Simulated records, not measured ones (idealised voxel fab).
process module | voxel gate over fins
cross-section cut | 215 nm wide | cells 5 nm
A cross-section is a grid of square cells, given in bands from the top down. A band is one or more rows of cells.
Each band's line starts with the height of the band's top and of its bottom, in nm. Then come its materials from left to right, each with its width in nm. One material with "throughout" fills the band from edge to edge. "air" is empty space.
Height 0 is the level under which the wafer as received is all one material. The lowest band goes on downwards, as in "0 down".
A width such as "30 to 40" changes by the same amount from each row of cells to the next, from the band's top row to its bottom row.
"no change" after a step means that no cell of the cross-section changed.
closed voids: empty space of 8 cells or more with no open way to the top, each as width x height at its distance from the left edge, in nm
after a step's settings: what the simulator itself notes on the step
overlay nm, on a step with a mask: how far to the right of its planned place the mask lay; to the left if negative
plan
1 op RECEIVE | material Si
2 op CONFORMAL_DEP | material SiN | thk nm 10
3 op DIRECTIONAL_DEP | material aC | thk nm 10
4 op PATTERN | tone cover | mask id FINS | material resist | width nm 15 | pitch nm 40 | thk nm 30 | overlay nm 0
5 op DIRECTIONAL_ETCH | etch materials aC | depth nm 10
6 op STRIP | etch materials resist
7 op DIRECTIONAL_ETCH | etch materials SiN | depth nm 10
8 op DIRECTIONAL_ETCH | etch materials Si | depth nm 30
9 op STRIP | etch materials aC
10 op OXIDIZE | depth nm 5
11 op FILL_DEP | material SiO2 | thk nm 5
12 op CMP | height nm 10
13 op SELECTIVE_ETCH | etch materials SiO2 | depth nm 20
14 op STRIP | etch materials SiN
15 op CONFORMAL_DEP | material HfO2 | thk nm 5
16 op CONFORMAL_DEP | material TiN | thk nm 5
17 op FILL_DEP | material W | thk nm 10
18 op CMP | height nm 15
19 op CONFORMAL_DEP | material SiCN | thk nm 5
as received, after step 1
  0 down: Si throughout
  closed voids: none
a wafer at the end: this start, this plan, one mistake
  20 to 15: SiCN throughout
  15 to 5: W throughout
  5 to 0: W 60 | TiN 15 | W 25 | TiN 15 | W 25 | TiN 15 | W 60
  0 to -5: W 60 | TiN 5 | Si 5 | TiN 5 | W 25 | TiN 5 | Si 5 | TiN 5 | W 25 | TiN 5 | Si 5 | TiN 5 | W 60
  -5 to -10: TiN 65 | Si 5 | TiN 35 | Si 5 | TiN 35 | Si 5 | TiN 65
  -10 to -35: SiO2 65 | Si 5 | SiO2 35 | Si 5 | SiO2 35 | Si 5 | SiO2 65
  -35 down: Si throughout
  closed voids: none
what went wrong: step 15 was left out
